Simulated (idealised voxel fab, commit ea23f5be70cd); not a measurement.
Process module name: voxel air gaps
For reference, the cross-section in this document is cut, with width 210 nm and square cells of 5 nm.
A cross-section is a grid of square cells, given in bands from the top down. A band is one or more rows of cells. The entry gives the band's vertical extent as a top height and a bottom height in nm, then its horizontal make-up as materials from left to right, each with a width in nm. "blank" stands for empty space; a single material marked "edge to edge" fills the band edge to edge. For the purposes of this specification, 0 denotes the height below which the wafer in its as-received condition is composed wholly of one material, and the lowermost band, lacking a lower limit, extends downward without end, as expressed in "top 0, no bottom". Width "30->40": first value at the band's top row of cells, second value at its bottom row, equal change from row to row. The designation "no change", where it is given for a processing step, indicates that no cell of the cross-section was altered in the course of that step. What "Enclosed internal voids" gives you is every empty space of 8 cells or more that is cut off from the top. Each appears as width x height at distance, with the distance taken from the left edge and width, height and distance all in nm. On each step's line, the part that comes after the settings is the simulator's own comment on the step. What "overlay nm" on a step's line means: if the step has a mask, that mask lay this far to the right of its planned place, or, when the value is negative, to the left.
[plan]
step 1: RECEIVE | material Si
step 2: CONFORMAL_DEP | material SiO2 | thk nm 15
step 3: CONFORMAL_DEP | material SiCN | thk nm 5
step 4: DIRECTIONAL_DEP | material lowk | thk nm 40
step 5: PATTERN | tone open | mask id LINES | material resist | width nm 20 | pitch nm 45 | thk nm 20 | overlay nm -15
step 6: DIRECTIONAL_ETCH | etch materials lowk | depth nm 40
step 7: STRIP | etch materials resist
step 8: CONFORMAL_DEP | material TiN | thk nm 5
step 9: FILL_DEP | material W | thk nm 10
step 10: CMP | height nm 60
step 11: EPI | material Ru | thk nm 10
step 12: SELECTIVE_ETCH | etch materials lowk | depth nm 50
step 13: CONFORMAL_DEP | material SiCN | thk nm 5
varied across the wafers: overlay nm of step 5. The plan shows the first wafer's value. All wafers start alike
[As-received state after step 1, first of several wafers, cross-section]
top 0, no bottom | Si edge to edge
Enclosed internal voids: none
[Below, a row for every wafer. Read it as the end-of-module picture: for each material the wafer shows its cells gained (+) or lost (-) since it was received, and then its closed voids]
overlay nm -15 | +48 Ru | +160 SiCN | +126 SiO2 | +54 TiN | +42 W | Enclosed internal voids: 15 x 30 at 60; 15 x 30 at 105
overlay nm -10 | +48 Ru | +160 SiCN | +126 SiO2 | +54 TiN | +42 W | Enclosed internal voids: 15 x 30 at 65; 15 x 30 at 110
overlay nm -5 | +48 Ru | +160 SiCN | +126 SiO2 | +54 TiN | +42 W | Enclosed internal voids: 15 x 30 at 70; 15 x 30 at 115
overlay nm 0 | +48 Ru | +160 SiCN | +126 SiO2 | +54 TiN | +42 W | Enclosed internal voids: 15 x 30 at 75; 15 x 30 at 120
overlay nm 5 | +48 Ru | +160 SiCN | +126 SiO2 | +54 TiN | +42 W | Enclosed internal voids: 15 x 30 at 80; 15 x 30 at 125
overlay nm 10 | +48 Ru | +160 SiCN | +126 SiO2 | +54 TiN | +42 W | Enclosed internal voids: 15 x 30 at 85; 15 x 30 at 130
overlay nm 15 | +48 Ru | +160 SiCN | +126 SiO2 | +54 TiN | +42 W | Enclosed internal voids: 15 x 30 at 90; 15 x 30 at 135
